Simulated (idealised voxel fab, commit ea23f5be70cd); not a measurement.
You're looking at the process module voxel gate over fins.
The cross-section shown here is cut; it is 240 nm wide and divided into square cells measuring 5 nm on a side.
Square cells in a grid make up a cross-section in this document, and the grid is given as bands, listed from the top down, each one or more rows of cells.
Look at the band entry: it leads with the top's height and the bottom's height in nm. Then it lists the materials left to right, with a width in nm for each. The word "full width" on a single material says that material fills the band edge to edge. The word "blank" is empty space.
We count height from 0. Below that, the starting wafer is all one material. The lowest band never ends at the bottom but goes on down; see "0..down" for how that is written.
Top row gets the first number, bottom row gets the second, and each row in between changes by the same step: that is how a band width like "30->40" works.
Key: "nothing changed" - step with no changed cell in the cross-section.
The entry titled "Sealed void list" provides the empty spaces that have no open way to the top, restricted to those of 8 cells or more. Each is presented as width x height at distance, the distance being measured from the left edge, with all three in nm.
Anything after a step's settings on that line? It's the simulator's own note about the step.
You can add "overlay nm" to a step's line. For a step with a mask, it describes how far the mask lay to the right of its planned position, and a negative number describes a lay to the left.
**Process steps (planned)**
step 1: op RECEIVE | material Si
step 2: op CONFORMAL_DEP | material SiN | thk nm 5
step 3: op PATTERN | tone cover | mask id FINS | material resist | width nm 15 | pitch nm 60 | thk nm 20 | overlay nm 0
step 4: op DIRECTIONAL_ETCH | etch materials SiN | depth nm 5
step 5: op DIRECTIONAL_ETCH | etch materials Si | depth nm 35
step 6: op STRIP | etch materials resist
step 7: op OXIDIZE | depth nm 5
step 8: op FILL_DEP | material SiO2 | thk nm 15
step 9: op CMP | height nm 5
step 10: op MASKED_ETCH | tone open | mask id RAIL | width nm 15 | etch materials SiO2 | depth nm 35 | overlay nm 0
step 11: op CONFORMAL_DEP | material TiN | thk nm 5
step 12: op FILL_DEP | material W | thk nm 5
step 13: op CMP | height nm 5
step 14: op SELECTIVE_ETCH | etch materials W Ru TiN | depth nm 30
step 15: op FILL_DEP | material SiO2 | thk nm 5
step 16: op CMP | height nm 5
step 17: op SELECTIVE_ETCH | etch materials SiO2 | depth nm 20
step 18: op STRIP | etch materials SiN
step 19: op CONFORMAL_DEP | material HfO2 | thk nm 5
step 20: op CONFORMAL_DEP | material TiN | thk nm 5
step 21: op CONFORMAL_DEP | material TiAl | thk nm 5
step 22: op CONFORMAL_DEP | material TiN | thk nm 5
step 23: op FILL_DEP | material W | thk nm 15
step 24: op CMP | height nm 30
step 25: op CONFORMAL_DEP | material SiCN | thk nm 5
**first wafer, as planned**
**Cross-section of the wafer as it came to us, i.e., already through step 1**
> 0..down | Si full width
> Sealed void list: none
**Wafer after step 2 (cross-section)**
> 5..0 | SiN full width
> For the remainder of the cross-section, below 0, there is no change.
**Wafer after step 3 (cross-section)**
> 25..5 | blank (80) | resist (15) | blank (45) | resist (15) | blank (85)
> For the remainder of the cross-section, below 5, there is no change.
**Wafer after step 4 (cross-section)**
> 25..5 | blank (80) | resist (15) | blank (45) | resist (15) | blank (85)
> 5..0 | blank (80) | SiN (15) | blank (45) | SiN (15) | blank (85)
> For the remainder of the cross-section, below 0, there is no change.
**Wafer after step 5 (cross-section)**
> 25..5 | blank (80) | resist (15) | blank (45) | resist (15) | blank (85)
> 5..0 | blank (80) | SiN (15) | blank (45) | SiN (15) | blank (85)
> 0..-35 | blank (80) | Si (15) | blank (45) | Si (15) | blank (85)
> For the remainder of the cross-section, below -35, there is no change.
**Wafer after step 6 (cross-section)**
> 5..0 | blank (80) | SiN (15) | blank (45) | SiN (15) | blank (85)
> For the remainder of the cross-section, below 0, there is no change.
**Wafer after step 7 (cross-section)**
> 5..0 | blank (80) | SiN (15) | blank (45) | SiN (15) | blank (85)
> 0..-35 | blank (80) | SiO2 (5) | Si (5) | SiO2 (5) | blank (45) | SiO2 (5) | Si (5) | SiO2 (5) | blank (85)
> -35..-40 | SiO2 (85) | Si (5) | SiO2 (55) | Si (5) | SiO2 (90)
> For the remainder of the cross-section, below -40, there is no change.
**Wafer after step 8 (cross-section)**
> 20..5 | SiO2 full width
> 5..0 | SiO2 (80) | SiN (15) | SiO2 (45) | SiN (15) | SiO2 (85)
> 0..-40 | SiO2 (85) | Si (5) | SiO2 (55) | Si (5) | SiO2 (90)
> For the remainder of the cross-section, below -40, there is no change.
**Wafer after step 9 (cross-section)**
> 5..0 | SiO2 (80) | SiN (15) | SiO2 (45) | SiN (15) | SiO2 (85)
> For the remainder of the cross-section, below 0, there is no change.
**Wafer after step 10 (cross-section)**
> 5..0 | SiO2 (80) | SiN (15) | SiO2 (15) | blank (15) | SiO2 (15) | SiN (15) | SiO2 (85)
> 0..-30 | SiO2 (85) | Si (5) | SiO2 (20) | blank (15) | SiO2 (20) | Si (5) | SiO2 (90)
> For the remainder of the cross-section, below -30, there is no change.
**Wafer after step 11 (cross-section)**
> 10..5 | TiN (115) | blank (5) | TiN (120)
> 5..0 | SiO2 (80) | SiN (15) | SiO2 (15) | TiN (5) | blank (5) | TiN (5) | SiO2 (15) | SiN (15) | SiO2 (85)
> 0..-25 | SiO2 (85) | Si (5) | SiO2 (20) | TiN (5) | blank (5) | TiN (5) | SiO2 (20) | Si (5) | SiO2 (90)
> -25..-30 | SiO2 (85) | Si (5) | SiO2 (20) | TiN (15) | SiO2 (20) | Si (5) | SiO2 (90)
> For the remainder of the cross-section, below -30, there is no change.
**Wafer after step 12 (cross-section)**
> 15..10 | W full width
> 10..5 | TiN (115) | W (5) | TiN (120)
> 5..0 | SiO2 (80) | SiN (15) | SiO2 (15) | TiN (5) | W (5) | TiN (5) | SiO2 (15) | SiN (15) | SiO2 (85)
> 0..-25 | SiO2 (85) | Si (5) | SiO2 (20) | TiN (5) | W (5) | TiN (5) | SiO2 (20) | Si (5) | SiO2 (90)
> For the remainder of the cross-section, below -25, there is no change.
**Wafer after step 13 (cross-section)**
> 5..0 | SiO2 (80) | SiN (15) | SiO2 (15) | TiN (5) | W (5) | TiN (5) | SiO2 (15) | SiN (15) | SiO2 (85)
> For the remainder of the cross-section, below 0, there is no change.
**Wafer after step 14 (cross-section)**
> 5..0 | SiO2 (80) | SiN (15) | SiO2 (15) | blank (15) | SiO2 (15) | SiN (15) | SiO2 (85)
> 0..-25 | SiO2 (85) | Si (5) | SiO2 (20) | blank (15) | SiO2 (20) | Si (5) | SiO2 (90)
> For the remainder of the cross-section, below -25, there is no change.
**Wafer after step 15 (cross-section)**
> 10..5 | SiO2 full width
> 5..0 | SiO2 (80) | SiN (15) | SiO2 (45) | SiN (15) | SiO2 (85)
> 0..-25 | SiO2 (85) | Si (5) | SiO2 (55) | Si (5) | SiO2 (90)
> For the remainder of the cross-section, below -25, there is no change.
**Wafer after step 16 (cross-section)**
> 5..0 | SiO2 (80) | SiN (15) | SiO2 (45) | SiN (15) | SiO2 (85)
> For the remainder of the cross-section, below 0, there is no change.
**Wafer after step 17 (cross-section)**
> 5..0 | blank (80) | SiN (15) | blank (45) | SiN (15) | blank (85)
> 0..-15 | blank (85) | Si (5) | blank (55) | Si (5) | blank (90)
> For the remainder of the cross-section, below -15, there is no change.
**Wafer after step 18 (cross-section)**
> 0..-15 | blank (85) | Si (5) | blank (55) | Si (5) | blank (90)
> For the remainder of the cross-section, below -15, there is no change.
**Wafer after step 19 (cross-section)**
> 5..0 | blank (80) | HfO2 (15) | blank (45) | HfO2 (15) | blank (85)
> 0..-10 | blank (80) | HfO2 (5) | Si (5) | HfO2 (5) | blank (45) | HfO2 (5) | Si (5) | HfO2 (5) | blank (85)
> -10..-15 | HfO2 (85) | Si (5) | HfO2 (55) | Si (5) | HfO2 (90)
> For the remainder of the cross-section, below -15, there is no change.
**Wafer after step 20 (cross-section)**
> 10..5 | blank (75) | TiN (25) | blank (35) | TiN (25) | blank (80)
> 5..0 | blank (75) | TiN (5) | HfO2 (15) | TiN (5) | blank (35) | TiN (5) | HfO2 (15) | TiN (5) | blank (80)
> 0..-5 | blank (75) | TiN (5) | HfO2 (5) | Si (5) | HfO2 (5) | TiN (5) | blank (35) | TiN (5) | HfO2 (5) | Si (5) | HfO2 (5) | TiN (5) | blank (80)
> -5..-10 | TiN (80) | HfO2 (5) | Si (5) | HfO2 (5) | TiN (45) | HfO2 (5) | Si (5) | HfO2 (5) | TiN (85)
> For the remainder of the cross-section, below -10, there is no change.
**Wafer after step 21 (cross-section)**
> 15..10 | blank (70) | TiAl (35) | blank (25) | TiAl (35) | blank (75)
> 10..5 | blank (70) | TiAl (5) | TiN (25) | TiAl (5) | blank (25) | TiAl (5) | TiN (25) | TiAl (5) | blank (75)
> 5..0 | blank (70) | TiAl (5) | TiN (5) | HfO2 (15) | TiN (5) | TiAl (5) | blank (25) | TiAl (5) | TiN (5) | HfO2 (15) | TiN (5) | TiAl (5) | blank (75)
> 0..-5 | TiAl (75) | TiN (5) | HfO2 (5) | Si (5) | HfO2 (5) | TiN (5) | TiAl (35) | TiN (5) | HfO2 (5) | Si (5) | HfO2 (5) | TiN (5) | TiAl (80)
> For the remainder of the cross-section, below -5, there is no change.
**Wafer after step 22 (cross-section)**
> 20..15 | blank (65) | TiN (45) | blank (15) | TiN (45) | blank (70)
> 15..10 | blank (65) | TiN (5) | TiAl (35) | TiN (5) | blank (15) | TiN (5) | TiAl (35) | TiN (5) | blank (70)
> 10..5 | blank (65) | TiN (5) | TiAl (5) | TiN (25) | TiAl (5) | TiN (5) | blank (15) | TiN (5) | TiAl (5) | TiN (25) | TiAl (5) | TiN (5) | blank (70)
> 5..0 | TiN (70) | TiAl (5) | TiN (5) | HfO2 (15) | TiN (5) | TiAl (5) | TiN (25) | TiAl (5) | TiN (5) | HfO2 (15) | TiN (5) | TiAl (5) | TiN (75)
> For the remainder of the cross-section, below 0, there is no change.
**Wafer after step 23 (cross-section)**
> 35..20 | W full width
> 20..15 | W (65) | TiN (45) | W (15) | TiN (45) | W (70)
> 15..10 | W (65) | TiN (5) | TiAl (35) | TiN (5) | W (15) | TiN (5) | TiAl (35) | TiN (5) | W (70)
> 10..5 | W (65) | TiN (5) | TiAl (5) | TiN (25) | TiAl (5) | TiN (5) | W (15) | TiN (5) | TiAl (5) | TiN (25) | TiAl (5) | TiN (5) | W (70)
> For the remainder of the cross-section, below 5, there is no change.
**Wafer after step 24 (cross-section)**
> 30..20 | W full width
> For the remainder of the cross-section, below 20, there is no change.
**Wafer after step 25 (cross-section)**
> 35..30 | SiCN full width
> For the remainder of the cross-section, below 30, there is no change.
**The remaining wafer, second of the two, started like the first and was run to the same plan, except that one mistake was made along the way; the two coincide through step 20, inclusive**
**X-section, second wafer, when step 21 was due to finish**
> 15..5 | blank (70) | TiN (35) | blank (25) | TiN (35) | blank (75)
> 5..0 | blank (70) | TiN (10) | HfO2 (15) | TiN (10) | blank (25) | TiN (10) | HfO2 (15) | TiN (10) | blank (75)
> 0..-10 | TiN (80) | HfO2 (5) | Si (5) | HfO2 (5) | TiN (45) | HfO2 (5) | Si (5) | HfO2 (5) | TiN (85)
> For the remainder of the cross-section, below -10, there is no change.
**X-section, second wafer, when step 22 was due to finish**
> 20..15 | blank (65) | TiAl (45) | blank (15) | TiAl (45) | blank (70)
> 15..5 | blank (65) | TiAl (5) | TiN (35) | TiAl (5) | blank (15) | TiAl (5) | TiN (35) | TiAl (5) | blank (70)
> 5..0 | TiAl (70) | TiN (10) | HfO2 (15) | TiN (10) | TiAl (25) | TiN (10) | HfO2 (15) | TiN (10) | TiAl (75)
> For the remainder of the cross-section, below 0, there is no change.
**X-section, second wafer, when step 23 was due to finish**
> 35..20 | W full width
> 20..15 | W (65) | TiAl (45) | W (15) | TiAl (45) | W (70)
> 15..5 | W (65) | TiAl (5) | TiN (35) | TiAl (5) | W (15) | TiAl (5) | TiN (35) | TiAl (5) | W (70)
> For the remainder of the cross-section, below 5, there is no change.
**X-section, second wafer, when step 24 was due to finish**
> 30..20 | W full width
> For the remainder of the cross-section, below 20, there is no change.
**X-section, second wafer, when step 25 was due to finish**
> 35..30 | SiCN full width
> For the remainder of the cross-section, below 30, there is no change.
what went wrong: deviation from plan: step 22 and step 21 executed in one another's positions
At the end, each material covers as many cells on the second wafer as it does on the first, though the cells it covers are elsewhere.
